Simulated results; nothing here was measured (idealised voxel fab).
process module | voxel ribs on slabs
cross-section cut | 200 nm wide | cells 5 nm
A cross-section is a grid of square cells, given in bands from the top down. A band is one or more rows of cells.
Each band's line starts with the height of the band's top and of its bottom, in nm. Then come its materials from left to right, each with its width in nm. One material with "throughout" fills the band from edge to edge. "air" is empty space.
Height 0 is the level under which the wafer as received is all one material. The lowest band goes on downwards, as in "0 down".
A width such as "30 to 40" changes by the same amount from each row of cells to the next, from the band's top row to its bottom row.
"no change" after a step means that no cell of the cross-section changed.
closed voids: empty space of 8 cells or more with no open way to the top, each as width x height at its distance from the left edge, in nm
after a step's settings: what the simulator itself notes on the step
overlay nm, on a step with a mask: how far to the right of its planned place the mask lay; to the left if negative
plan
1 op RECEIVE | material Si
2 op DIRECTIONAL_DEP | material SiO2 | thk nm 25
3 op DIRECTIONAL_DEP | material polySi | thk nm 15
4 op MASKED_ETCH | tone cover | mask id RIB | width nm 20 | etch materials polySi | depth nm 10 | overlay nm 0
5 op MASKED_ETCH | tone cover | mask id SLAB | width nm 60 | etch materials polySi | depth nm 5 | overlay nm 0
6 op FILL_DEP | material SiO2 | thk nm 20
7 op CMP | height nm 55
8 op DIRECTIONAL_DEP | material TiN | thk nm 5
9 op PATTERN | tone cover | mask id HEATER | material resist | width nm 30 | thk nm 15 | overlay nm 0
10 op DIRECTIONAL_ETCH | etch materials TiN | depth nm 5
11 op STRIP | etch materials resist
12 op CONFORMAL_DEP | material SiN | thk nm 10
as received, after step 1
  0 down: Si throughout
  closed voids: none
a wafer at the end: this start, this plan, one mistake
  70 to 65: air 75 | SiN 50 | air 75
  65 to 60: SiN throughout
  60 to 55: SiN 85 | TiN 30 | SiN 85
  55 to 50: SiO2 70 | polySi 60 | SiO2 70
  50 to 0: SiO2 throughout
  0 down: Si throughout
  closed voids: none
what went wrong: step 2 was run twice
